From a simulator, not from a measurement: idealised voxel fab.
voxel lift off: a process module
Square cell edge 5 nm, section width 170 nm, ID cut.
Heads up, the way a cross-section reads in here is a grid of square cells, handed over as bands from the top down, with every band being one or more rows of cells.
What a band's entry tells you: where the top is and where the bottom is, as heights in nm, and after that what lies inside, material by material from left to right, each with its width in nm. Empty space is written as the word "blank", and a single material marked with the word "edge to edge" occupies the band from edge to edge.
Height is counted from the level 0, under which the received wafer is composed throughout of one material. The lowest of the bands is not closed at the bottom but continues downward, in the notation "0 and below".
Top row gets the first number, bottom row gets the second, and each row in between changes by the same step: that is how a band width like "30 to 40" works.
Where the words "nothing different" appear for a step, the cross-section shows no cell changed by that step; every cell remained as before.
Look at "Closed internal cavities" for the closed voids: empty spaces with no open path to the top, sized 8 cells or up. Each is width x height at distance, distance from the left edge, all nm.
after a step's settings: what the simulator itself notes on the step
If you see "overlay nm" on a step's line and that step has a mask, it's telling you how far right of where it was planned the mask ended up; a negative number means it went left instead.

These are the steps we planned for the process:
- 1: RECEIVE [material Si]
- 2: CONFORMAL_DEP [material Al2O3] [thk nm 15]
- 3: PATTERN [tone open] [mask id LINES] [material resist] [width nm 25] [pitch nm 50] [thk nm 30] [overlay nm 0]
- 4: DIRECTIONAL_DEP [material Ru] [thk nm 15]
- 5: STRIP [etch materials resist]
- 6: CONFORMAL_DEP [material SiN] [thk nm 5]
The wafers are alike at the start. At step 6, their thk nm differs. The plan lists the first wafer's value.

The first of several wafers in cross-section, exactly as it reached us after step 1:
  0 and below: Si edge to edge
  Closed internal cavities: none

Depicted here is the first of several wafers in cross-section, at module completion following the last step, step 6:
  35 down to 30: blank 40 nm / SiN 35 nm / blank 15 nm / SiN 35 nm / blank 45 nm
  30 down to 20: blank 40 nm / SiN 5 nm / Ru 25 nm / SiN 5 nm / blank 15 nm / SiN 5 nm / Ru 25 nm / SiN 5 nm / blank 45 nm
  20 down to 15: SiN 45 nm / Ru 25 nm / SiN 25 nm / Ru 25 nm / SiN 50 nm
  15 down to 0: Al2O3 edge to edge
  0 and below: Si edge to edge
  Closed internal cavities: none

Cross-sectional view of the final wafer of several at the module's end:
  50 down to 35: blank 25 nm / SiN 115 nm / blank 30 nm
  35 down to 30: SiN edge to edge
  30 down to 15: SiN 45 nm / Ru 25 nm / SiN 25 nm / Ru 25 nm / SiN 50 nm
  15 down to 0: Al2O3 edge to edge
  0 and below: Si edge to edge
  Closed internal cavities: none

Every row in this table is a wafer at the end of the module, and it gives, for each of the materials, the cells that wafer has gained (+) or lost (-) since it was received, then its closed voids:
thk nm 5, +102 Al2O3, +30 Ru, +46 SiN, Closed internal cavities: none
thk nm 10, +102 Al2O3, +30 Ru, +92 SiN, Closed internal cavities: none
thk nm 15, +102 Al2O3, +30 Ru, +135 SiN, Closed internal cavities: none
thk nm 20, +102 Al2O3, +30 Ru, +175 SiN, Closed internal cavities: none
